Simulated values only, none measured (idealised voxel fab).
This is a process module. Its name is voxel self aligned vias.
The cross-section on display is named cut; it measures 255 nm wide, and its cells are 5 nm squares.
Format of a cross-section: grid, square cells. Given as bands. Order: top down. Band: one or more rows of cells.
Top height, bottom height, nm. Materials left to right, width each, nm. Single material + "everywhere" = fills band edge to edge. "air" = empty.
Heights from 0 (as-received wafer is one material below). Bottom band endless downward, as "0..down".
Width "30->40": first value at the band's top row of cells, second value at its bottom row, equal change from row to row.
Take "same as before" at face value: in the step it is given for, the cross-section changed in none of its cells.
Entry "Unvented internal voids". Content: empty spaces with no open connection to the top, size 8 cells or greater. Each: width x height at distance. Distance: from left edge. Unit: nm.
Step line, after settings: the simulator's comment on this step.
The "overlay nm" setting may appear on a step's line; for a step that uses a mask, it gives how far to the right of its planned position the mask lay, and a negative value indicates the left.
[The steps planned for the process are as follows]
1. RECEIVE | material Si
2. CONFORMAL_DEP | material SiO2 | thk nm 10
3. CONFORMAL_DEP | material SiCN | thk nm 5
4. DIRECTIONAL_DEP | material lowk | thk nm 20
5. MASKED_ETCH | tone open | mask id LINES | width nm 20 | pitch nm 55 | etch materials lowk | depth nm 20 | overlay nm 0
6. CONFORMAL_DEP | material TiN | thk nm 5
7. FILL_DEP | material W | thk nm 5
8. CMP | height nm 35
9. SELECTIVE_ETCH | etch materials W Ru TiN | depth nm 5
10. FILL_DEP | material SiN | thk nm 10
11. CMP | height nm 35
12. DIRECTIONAL_DEP | material lowk | thk nm 20
13. PATTERN | tone open | mask id VIAS | material resist | width nm 40 | pitch nm 55 | thk nm 20 | overlay nm 0
14. DIRECTIONAL_ETCH | etch materials lowk | depth nm 20
15. DIRECTIONAL_ETCH | etch materials SiN | depth nm 5
16. STRIP | etch materials resist
17. CONFORMAL_DEP | material TiN | thk nm 5
18. FILL_DEP | material Ru | thk nm 10
19. CMP | height nm 55
20. CONFORMAL_DEP | material SiCN | thk nm 5
[The cross-section here shows the wafer as received, i.e. in its state after step 1]
  0..down = Si everywhere
  Unvented internal voids: none
[Final cross-section, module run with one mistake (start and plan as above)]
  60..55 = SiCN everywhere
  55..40 = lowk (50); TiN (5); Ru (30); TiN (5); lowk (15); TiN (5); Ru (30); TiN (5); lowk (15); TiN (5); Ru (30); TiN (5); lowk (55)
  40..35 = lowk (50); TiN (20); Ru (5); TiN (15); lowk (15); TiN (20); Ru (5); TiN (15); lowk (15); TiN (20); Ru (5); TiN (15); lowk (55)
  35..30 = lowk (65); TiN (15); lowk (40); TiN (15); lowk (40); TiN (15); lowk (65)
  30..20 = lowk (65); TiN (5); W (5); TiN (5); lowk (40); TiN (5); W (5); TiN (5); lowk (40); TiN (5); W (5); TiN (5); lowk (65)
  20..15 = lowk (65); TiN (15); lowk (40); TiN (15); lowk (40); TiN (15); lowk (65)
  15..10 = SiCN everywhere
  10..0 = SiO2 everywhere
  0..down = Si everywhere
  Unvented internal voids: none
The mistake made against the process plan was this: in deviation from the planned setting, step 5 was conducted as MASKED_ETCH | tone open | mask id LINES | width nm 15 | pitch nm 55 | etch materials lowk | depth nm 20 | overlay nm 0
